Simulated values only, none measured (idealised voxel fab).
Module name: voxel trench capacitor (process module)
Xsec cut, 240 nm wide, square cell size 5 nm.
We lay out every cross-section as a grid of square cells and spell it out in bands from the top down, where one band means one or more rows of cells. Band entry format. Leading values: height of top, height of bottom, nm. Remainder: materials in left-to-right order, each with its width in nm. Special words: "everywhere" on a single material, which then fills the band edge to edge; "air", empty space. Height 0 is the level under which the wafer as received is all one material. The lowest band goes on downwards, as in "0 and below". Graded width ("30->40"): value in top row of band = first number; value in bottom row = second number; row-to-row change constant. Key: "nothing was modified" - step with no changed cell in the cross-section. Reported under the label "Enclosed internal voids" are the empty spaces having no open way to the top and comprising 8 cells or more; the notation for each is width x height at distance, in which the distance is measured from the left edge and all three values are in nm. Post-settings text on a step line: simulator's own remark regarding the step. "overlay nm" on a masked step: distance the mask lay right of its planned place, negative for left.
The planned process steps are enumerated hereunder:
1. RECEIVE,material Si
2. CONFORMAL_DEP,material SiN,thk nm 10
3. MASKED_ETCH,tone open,mask id TRENCH,width nm 30,pitch nm 60,etch materials SiN,depth nm 5,overlay nm 0
4. MASKED_ETCH,tone open,mask id TRENCH,width nm 30,pitch nm 60,etch materials Si,depth nm 30,overlay nm 0
5. CONFORMAL_DEP,material Al2O3,thk nm 5
6. CONFORMAL_DEP,material TiN,thk nm 5
7. FILL_DEP,material W,thk nm 10
8. CMP,height nm 10
For this document, wafers share an identical start and vary in the step 3 depth nm; the plan quotes the first wafer's value.
Cross-section of the first of several received wafers, showing its state after step 1:
	0 and below | Si everywhere
	Enclosed internal voids: none
What follows is a table in which each wafer occupies a row; for the wafer as it stands at the close of the module, the row states, material by material, how many cells have been gained (+) or lost (-) since receipt, and then gives its closed voids:
depth nm 5, +18 Al2O3, +78 SiN, Enclosed internal voids: none
depth nm 10, +60 Al2O3, -108 Si, +60 SiN, +48 TiN, +36 W, Enclosed internal voids: none
depth nm 15, +60 Al2O3, -108 Si, +60 SiN, +48 TiN, +36 W, Enclosed internal voids: none
depth nm 20, +60 Al2O3, -108 Si, +60 SiN, +48 TiN, +36 W, Enclosed internal voids: none
depth nm 25, +60 Al2O3, -108 Si, +60 SiN, +48 TiN, +36 W, Enclosed internal voids: none
